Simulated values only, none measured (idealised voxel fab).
The process module that follows is named voxel self aligned contacts.
Cross-section cut spans 170 nm and uses square cells 5 nm in size.
Cross-section, as written here: a square-cell grid given band by band from the top down, where a band holds one or more rows of cells. Basically the band line says how high the top is and how high the bottom is, in nm, and then what's in it from left to right, every material with its width in nm. Empty space shows up as "air", and if a single material carries "throughout" it runs the full band edge to edge. Height 0 is the level under which the wafer as received is all one material. The lowest band goes on downwards, as in "0 -> down". A two-number width, for instance "30..40", indicates that the width is equal to the first number in the top row of the band and to the second number in the bottom row, and that it changes by a constant amount per row of cells. "changes: none" after a step means that no cell of the cross-section changed. "Voids, fully enclosed": empty spaces of 8 cells or more with no open way to the top, each given as width x height at distance, distance from the left edge, all in nm. That trailing text on a step's line, after the settings, is the simulator's own remark on the step. overlay nm: how far to the right of its planned place the mask lay on this masked step (negative: to the left).

Intended process steps:
1) RECEIVE | material Si
2) OXIDIZE | depth nm 5
3) DIRECTIONAL_DEP | material polySi | thk nm 30
4) DIRECTIONAL_DEP | material SiN | thk nm 25
5) DIRECTIONAL_DEP | material aC | thk nm 15
6) PATTERN | tone cover | mask id GATE | material resist | width nm 30 | pitch nm 75 | thk nm 35 | overlay nm 0
7) DIRECTIONAL_ETCH | etch materials aC | depth nm 15
8) STRIP | etch materials resist
9) DIRECTIONAL_ETCH | etch materials SiN | depth nm 25
10) DIRECTIONAL_ETCH | etch materials polySi | depth nm 30
11) STRIP | etch materials aC
12) CONFORMAL_DEP | material SiN | thk nm 10
13) DIRECTIONAL_ETCH | etch materials SiN | depth nm 10
14) FILL_DEP | material SiO2 | thk nm 15
15) CMP | height nm 60
16) MASKED_ETCH | tone open | mask id CONTACT | width nm 55 | etch materials SiO2 | depth nm 65 | overlay nm 0
17) CONFORMAL_DEP | material TiN | thk nm 5
18) FILL_DEP | material W | thk nm 5
19) CMP | height nm 60
20) CONFORMAL_DEP | material SiN | thk nm 5

Cross-section of the wafer as it came to us, i.e., already through step 1:
> 0 -> down | Si throughout
> Voids, fully enclosed: none

This is how the wafer looks in cross-section once the module is done, given the starting state and plan above and one mistake in carrying the plan out:
> 65 -> 60 | SiN throughout
> 60 -> 55 | W throughout
> 55 -> 30 | SiN throughout
> 30 -> 0 | polySi throughout
> 0 -> -5 | SiO2 throughout
> -5 -> down | Si throughout
> Voids, fully enclosed: none
Against the plan, the run slipped here: step 5 off recipe, ran as DIRECTIONAL_DEP | material W | thk nm 15
